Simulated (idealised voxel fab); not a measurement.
process module | voxel gate over fins
cross-section cut | 150 nm wide | cells 5 nm
A cross-section is a grid of square cells, given in bands from the top down. A band is one or more rows of cells.
Each band's line starts with the height of the band's top and of its bottom, in nm. Then come its materials from left to right, each with its width in nm. One material with "throughout" fills the band from edge to edge. "air" is empty space.
Height 0 is the level under which the wafer as received is all one material. The lowest band goes on downwards, as in "0 down".
A width such as "30 to 40" changes by the same amount from each row of cells to the next, from the band's top row to its bottom row.
"no change" after a step means that no cell of the cross-section changed.
closed voids: empty space of 8 cells or more with no open way to the top, each as width x height at its distance from the left edge, in nm
after a step's settings: what the simulator itself notes on the step
overlay nm, on a step with a mask: how far to the right of its planned place the mask lay; to the left if negative
plan
1 op RECEIVE | material Si
2 op CONFORMAL_DEP | material SiN | thk nm 10
3 op PATTERN | tone cover | mask id FINS | material resist | width nm 15 | pitch nm 35 | thk nm 15 | overlay nm 0
4 op DIRECTIONAL_ETCH | etch materials SiN | depth nm 10
5 op DIRECTIONAL_ETCH | etch materials Si | depth nm 35
6 op STRIP | etch materials resist
7 op OXIDIZE | depth nm 5
8 op FILL_DEP | material SiO2 | thk nm 5
9 op CMP | height nm 10
10 op SELECTIVE_ETCH | etch materials SiO2 | depth nm 25
11 op STRIP | etch materials SiN
12 op CONFORMAL_DEP | material HfO2 | thk nm 5
13 op CONFORMAL_DEP | material TiN | thk nm 5
14 op FILL_DEP | material W | thk nm 15
15 op CMP | height nm 20
16 op CONFORMAL_DEP | material SiCN | thk nm 10
first wafer, as planned
as received, after step 1
  0 down: Si throughout
  closed voids: none
after step 2
  10 to 0: SiN throughout
  below 0: unchanged
after step 3
  25 to 10: air 50 | resist 15 | air 20 | resist 15 | air 50
  below 10: unchanged
after step 4
  25 to 10: air 50 | resist 15 | air 20 | resist 15 | air 50
  10 to 0: air 50 | SiN 15 | air 20 | SiN 15 | air 50
  below 0: unchanged
after step 5
  25 to 10: air 50 | resist 15 | air 20 | resist 15 | air 50
  10 to 0: air 50 | SiN 15 | air 20 | SiN 15 | air 50
  0 to -35: air 50 | Si 15 | air 20 | Si 15 | air 50
  below -35: unchanged
after step 6
  10 to 0: air 50 | SiN 15 | air 20 | SiN 15 | air 50
  below 0: unchanged
after step 7
  10 to 0: air 50 | SiN 15 | air 20 | SiN 15 | air 50
  0 to -35: air 50 | SiO2 5 | Si 5 | SiO2 5 | air 20 | SiO2 5 | Si 5 | SiO2 5 | air 50
  -35 to -40: SiO2 55 | Si 5 | SiO2 30 | Si 5 | SiO2 55
  below -40: unchanged
after step 8
  15 to 10: SiO2 throughout
  10 to 0: SiO2 50 | SiN 15 | SiO2 20 | SiN 15 | SiO2 50
  0 to -40: SiO2 55 | Si 5 | SiO2 30 | Si 5 | SiO2 55
  below -40: unchanged
after step 9
  10 to 0: SiO2 50 | SiN 15 | SiO2 20 | SiN 15 | SiO2 50
  below 0: unchanged
after step 10
  10 to 0: air 50 | SiN 15 | air 20 | SiN 15 | air 50
  0 to -15: air 55 | Si 5 | air 30 | Si 5 | air 55
  below -15: unchanged
after step 11
  0 to -15: air 55 | Si 5 | air 30 | Si 5 | air 55
  below -15: unchanged
after step 12
  5 to 0: air 50 | HfO2 15 | air 20 | HfO2 15 | air 50
  0 to -10: air 50 | HfO2 5 | Si 5 | HfO2 5 | air 20 | HfO2 5 | Si 5 | HfO2 5 | air 50
  -10 to -15: HfO2 55 | Si 5 | HfO2 30 | Si 5 | HfO2 55
  below -15: unchanged
after step 13
  10 to 5: air 45 | TiN 25 | air 10 | TiN 25 | air 45
  5 to 0: air 45 | TiN 5 | HfO2 15 | TiN 5 | air 10 | TiN 5 | HfO2 15 | TiN 5 | air 45
  0 to -5: air 45 | TiN 5 | HfO2 5 | Si 5 | HfO2 5 | TiN 5 | air 10 | TiN 5 | HfO2 5 | Si 5 | HfO2 5 | TiN 5 | air 45
  -5 to -10: TiN 50 | HfO2 5 | Si 5 | HfO2 5 | TiN 20 | HfO2 5 | Si 5 | HfO2 5 | TiN 50
  below -10: unchanged
after step 14
  25 to 10: W throughout
  10 to 5: W 45 | TiN 25 | W 10 | TiN 25 | W 45
  5 to 0: W 45 | TiN 5 | HfO2 15 | TiN 5 | W 10 | TiN 5 | HfO2 15 | TiN 5 | W 45
  0 to -5: W 45 | TiN 5 | HfO2 5 | Si 5 | HfO2 5 | TiN 5 | W 10 | TiN 5 | HfO2 5 | Si 5 | HfO2 5 | TiN 5 | W 45
  below -5: unchanged
after step 15
  20 to 10: W throughout
  below 10: unchanged
after step 16
  30 to 20: SiCN throughout
  below 20: unchanged
second wafer: like start, like plan, one mistake. Through step 2 it matches the first wafer
when step 3 should have ended
  25 to 10: resist 50 | air 15 | resist 20 | air 15 | resist 50
  below 10: unchanged
when step 4 should have ended
  25 to 10: resist 50 | air 15 | resist 20 | air 15 | resist 50
  10 to 0: SiN 50 | air 15 | SiN 20 | air 15 | SiN 50
  below 0: unchanged
when step 5 should have ended
  25 to 10: resist 50 | air 15 | resist 20 | air 15 | resist 50
  10 to 0: SiN 50 | air 15 | SiN 20 | air 15 | SiN 50
  0 to -35: Si 50 | air 15 | Si 20 | air 15 | Si 50
  below -35: unchanged
when step 6 should have ended
  10 to 0: SiN 50 | air 15 | SiN 20 | air 15 | SiN 50
  below 0: unchanged
when step 7 should have ended
  10 to 0: SiN 50 | air 15 | SiN 20 | air 15 | SiN 50
  0 to -35: Si 45 | SiO2 5 | air 15 | SiO2 5 | Si 10 | SiO2 5 | air 15 | SiO2 5 | Si 45
  -35 to -40: Si 45 | SiO2 25 | Si 10 | SiO2 25 | Si 45
  below -40: unchanged
when step 8 should have ended
  15 to 10: SiO2 throughout
  10 to 0: SiN 50 | SiO2 15 | SiN 20 | SiO2 15 | SiN 50
  0 to -40: Si 45 | SiO2 25 | Si 10 | SiO2 25 | Si 45
  below -40: unchanged
when step 9 should have ended
  10 to 0: SiN 50 | SiO2 15 | SiN 20 | SiO2 15 | SiN 50
  below 0: unchanged
when step 10 should have ended
  10 to 0: SiN 50 | air 15 | SiN 20 | air 15 | SiN 50
  0 to -15: Si 45 | air 25 | Si 10 | air 25 | Si 45
  below -15: unchanged
when step 11 should have ended
  0 to -15: Si 45 | air 25 | Si 10 | air 25 | Si 45
  below -15: unchanged
when step 12 should have ended
  5 to 0: HfO2 50 | air 15 | HfO2 20 | air 15 | HfO2 50
  0 to -10: Si 45 | HfO2 5 | air 15 | HfO2 5 | Si 10 | HfO2 5 | air 15 | HfO2 5 | Si 45
  -10 to -15: Si 45 | HfO2 25 | Si 10 | HfO2 25 | Si 45
  below -15: unchanged
when step 13 should have ended
  10 to 5: TiN 55 | air 5 | TiN 30 | air 5 | TiN 55
  5 to 0: HfO2 50 | TiN 5 | air 5 | TiN 5 | HfO2 20 | TiN 5 | air 5 | TiN 5 | HfO2 50
  0 to -5: Si 45 | HfO2 5 | TiN 5 | air 5 | TiN 5 | HfO2 5 | Si 10 | HfO2 5 | TiN 5 | air 5 | TiN 5 | HfO2 5 | Si 45
  -5 to -10: Si 45 | HfO2 5 | TiN 15 | HfO2 5 | Si 10 | HfO2 5 | TiN 15 | HfO2 5 | Si 45
  below -10: unchanged
when step 14 should have ended
  25 to 10: W throughout
  10 to 5: TiN 55 | W 5 | TiN 30 | W 5 | TiN 55
  5 to 0: HfO2 50 | TiN 5 | W 5 | TiN 5 | HfO2 20 | TiN 5 | W 5 | TiN 5 | HfO2 50
  0 to -5: Si 45 | HfO2 5 | TiN 5 | W 5 | TiN 5 | HfO2 5 | Si 10 | HfO2 5 | TiN 5 | W 5 | TiN 5 | HfO2 5 | Si 45
  below -5: unchanged
when step 15 should have ended
  20 to 10: W throughout
  below 10: unchanged
when step 16 should have ended
  30 to 20: SiCN throughout
  below 20: unchanged
what went wrong: step 3 ran as: op PATTERN | tone open | mask id FINS | material resist | width nm 15 | pitch nm 35 | thk nm 15 | overlay nm 0
at the end the second wafer has, in cells: 144 more of Si | 90 fewer of SiO2 | 54 fewer of W
